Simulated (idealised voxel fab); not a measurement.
A process module follows: voxel wiring stack.
Section shown: cut. Width: 280 nm. Cell size: 5 nm, square.
In what follows, cross-sections appear as grids of square cells, described through bands that run from the top down, where every band is one or more rows of cells.
Heads up on the band format: heights come first, top then bottom, in nm. After that it's the materials left to right, each with its width in nm. A single material flagged "edge to edge" fills the whole band edge to edge, and "air" means there's empty space there.
We count height from 0. Below that, the starting wafer is all one material. The lowest band never ends at the bottom but goes on down; see "0..down" for how that is written.
Graded width ("30 to 40"): value in top row of band = first number; value in bottom row = second number; row-to-row change constant.
Key: "nothing changed" - step with no changed cell in the cross-section.
You'll see "Sealed internal cavities" listing empty spaces that have no way open to the top, as long as they're 8 cells or more; the notation is width x height at distance, where the distance is from the left edge, and all of it is in nm.
It should be noted that, on the line of a given step, the content following the step's settings is a remark produced by the simulator itself with respect to that step.
Each step line may optionally specify "overlay nm", which for a step with a mask gives the rightward distance between the mask's planned place and where it lay, a negative value indicating the leftward direction.

# Here's what the planned process steps look like
| 1 | RECEIVE, material Si |
| 2 | CONFORMAL_DEP, material SiO2, thk nm 10 |
| 3 | CONFORMAL_DEP, material SiN, thk nm 5 |
| 4 | DIRECTIONAL_DEP, material lowk, thk nm 25 |
| 5 | PATTERN, tone open, mask id METAL_1, material resist, width nm 30, pitch nm 60, thk nm 15, overlay nm 0 |
| 6 | DIRECTIONAL_ETCH, etch materials lowk, depth nm 25 |
| 7 | DIRECTIONAL_ETCH, etch materials SiN, depth nm 5 |
| 8 | STRIP, etch materials resist |
| 9 | CONFORMAL_DEP, material TiN, thk nm 5 |
| 10 | FILL_DEP, material W, thk nm 5 |
| 11 | CMP, height nm 40 |
| 12 | CONFORMAL_DEP, material SiCN, thk nm 5 |
| 13 | DIRECTIONAL_DEP, material lowk, thk nm 20 |
| 14 | DIRECTIONAL_DEP, material aC, thk nm 15 |
| 15 | PATTERN, tone open, mask id PLUG_1, material resist, width nm 15, pitch nm 120, thk nm 30, overlay nm 0 |
| 16 | DIRECTIONAL_ETCH, etch materials aC, depth nm 15 |
| 17 | STRIP, etch materials resist |
| 18 | DIRECTIONAL_ETCH, etch materials lowk, depth nm 20 |
| 19 | DIRECTIONAL_ETCH, etch materials SiCN, depth nm 5 |
| 20 | STRIP, etch materials aC |
| 21 | EPI, material Ru, thk nm 10 |
| 22 | EPI, material Ru, thk nm 10 |
| 23 | EPI, material Ru, thk nm 5 |
| 24 | CONFORMAL_DEP, material SiCN, thk nm 5 |
| 25 | DIRECTIONAL_DEP, material lowk, thk nm 25 |
| 26 | MASKED_ETCH, tone open, mask id METAL_2, width nm 30, pitch nm 60, etch materials lowk, depth nm 25, overlay nm 0 |
| 27 | MASKED_ETCH, tone open, mask id METAL_2, width nm 30, pitch nm 60, etch materials SiCN, depth nm 5, overlay nm 0 |
| 28 | CONFORMAL_DEP, material TiN, thk nm 5 |
| 29 | FILL_DEP, material Cu, thk nm 10 |
| 30 | CMP, height nm 95 |
| 31 | CONFORMAL_DEP, material SiCN, thk nm 5 |
| 32 | DIRECTIONAL_DEP, material SiO2, thk nm 35 |
| 33 | DIRECTIONAL_DEP, material aC, thk nm 10 |
| 34 | PATTERN, tone open, mask id METAL_3, material resist, width nm 20, pitch nm 60, thk nm 30, overlay nm 0 |
| 35 | DIRECTIONAL_ETCH, etch materials aC, depth nm 10 |
| 36 | STRIP, etch materials resist |
| 37 | DIRECTIONAL_ETCH, etch materials SiO2, depth nm 20 |
| 38 | STRIP, etch materials aC |
| 39 | PATTERN, tone open, mask id METAL_3_HOLES, material resist, width nm 15, pitch nm 120, thk nm 15, overlay nm 0 |
| 40 | DIRECTIONAL_ETCH, etch materials SiO2, depth nm 15 |
| 41 | DIRECTIONAL_ETCH, etch materials SiCN, depth nm 5 |
| 42 | STRIP, etch materials resist |
| 43 | CONFORMAL_DEP, material TiN, thk nm 5 |
| 44 | FILL_DEP, material Cu, thk nm 10 |
| 45 | CMP, height nm 135 |
| 46 | CONFORMAL_DEP, material SiN, thk nm 5 |
Heads up: all these wafers start the same, and what changes between them is the width nm in step 34. The value you see in the plan is just what the first wafer got.

# So this is the first of several wafers, cross-sectioned as it came to us, meaning it's at the end of step 1
* 0..down  Si edge to edge
* Sealed internal cavities: none

# What follows is a table in which each wafer occupies a row; for the wafer as it stands at the close of the module, the row states, material by material, how many cells have been gained (+) or lost (-) since receipt, and then gives its closed voids
width nm 20 | +82 Cu | +30 Ru | +140 SiCN | +94 SiN | +438 SiO2 | +144 TiN | +60 W | +580 lowk | Sealed internal cavities: none
width nm 25 | +91 Cu | +30 Ru | +140 SiCN | +94 SiN | +426 SiO2 | +147 TiN | +60 W | +580 lowk | Sealed internal cavities: none
width nm 30 | +104 Cu | +30 Ru | +138 SiCN | +94 SiN | +414 SiO2 | +148 TiN | +60 W | +580 lowk | Sealed internal cavities: none
width nm 35 | +113 Cu | +30 Ru | +138 SiCN | +94 SiN | +402 SiO2 | +151 TiN | +60 W | +580 lowk | Sealed internal cavities: none
width nm 40 | +122 Cu | +30 Ru | +138 SiCN | +94 SiN | +390 SiO2 | +154 TiN | +60 W | +580 lowk | Sealed internal cavities: none
width nm 45 | +131 Cu | +30 Ru | +138 SiCN | +94 SiN | +378 SiO2 | +157 TiN | +60 W | +580 lowk | Sealed internal cavities: none
